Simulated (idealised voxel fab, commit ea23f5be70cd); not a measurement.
This section sets out a process module, namely voxel plated lines.
The cross-section shown here is cut; it is 225 nm wide and divided into square cells measuring 5 nm on a side.
Cross-section format: a grid of square cells, given as bands from top to bottom; each band is one or more rows of cells.
First you get the band's top height and its bottom height, in nm, and then the materials it's made of, left to right, with each width in nm. If you see a single material with "throughout", that one covers the band edge to edge. "air" is empty space.
The level at which height equals 0 is the one under which the wafer, as it arrives, is entirely one material. No lower edge exists for the bottom band, which continues downward and is notated as in "0 down".
With a width like "30..40", each row of cells in the band differs from the next by the same amount, the top row carrying the first number and the bottom row the second.
"all unchanged" for a step: no cell of the cross-section changed in that step.
In "Completely sealed voids" the enclosed voids are listed, meaning empty spaces of 8 cells or larger without any opening to the top. The form is width x height at distance, distance from the left edge, units nm.
Whatever follows a step's settings on its line is a remark the simulator itself makes about that step.
A step line may carry the setting "overlay nm", which, for steps involving a mask, states the distance by which the mask lay to the right of its intended position; negative values denote displacement to the left.
The following list gives the planned process steps:
1: RECEIVE [material Si]
2: CONFORMAL_DEP [material SiO2] [thk nm 5]
3: DIRECTIONAL_DEP [material TiN] [thk nm 5]
4: PATTERN [tone open] [mask id LINES] [material resist] [width nm 30] [pitch nm 45] [thk nm 30] [overlay nm 0]
5: EPI [material Ru] [thk nm 10]
6: EPI [material Ru] [thk nm 10]
7: STRIP [etch materials resist]
8: DIRECTIONAL_ETCH [etch materials TiN] [depth nm 5]
9: CONFORMAL_DEP [material SiN] [thk nm 10]
Wafer at receipt (post step 1), cross-section:
> 0 down: Si throughout
> Completely sealed voids: none
The cross-section shown corresponds to the wafer at the conclusion of the module. The initial structure and the process plan are those presented above; however, one mistake occurred in executing the plan:
> 40 to 30: 60 SiN / 10 air / 35 SiN / 10 air / 35 SiN / 10 air / 65 SiN
> 30 to 15: 50 Ru / 10 SiN / 10 air / 10 SiN / 15 Ru / 10 SiN / 10 air / 10 SiN / 15 Ru / 10 SiN / 10 air / 10 SiN / 55 Ru
> 15 to 10: 50 Ru / 30 SiN / 15 Ru / 30 SiN / 15 Ru / 30 SiN / 55 Ru
> 10 to 5: 50 TiN / 30 SiN / 15 TiN / 30 SiN / 15 TiN / 30 SiN / 55 TiN
> 5 to 0: SiO2 throughout
> 0 down: Si throughout
> Completely sealed voids: none
Deviation noted in wafer processing: heads up, step 4 didn't go per plan, it actually ran as PATTERN [tone cover] [mask id LINES] [material resist] [width nm 30] [pitch nm 45] [thk nm 30] [overlay nm 0]
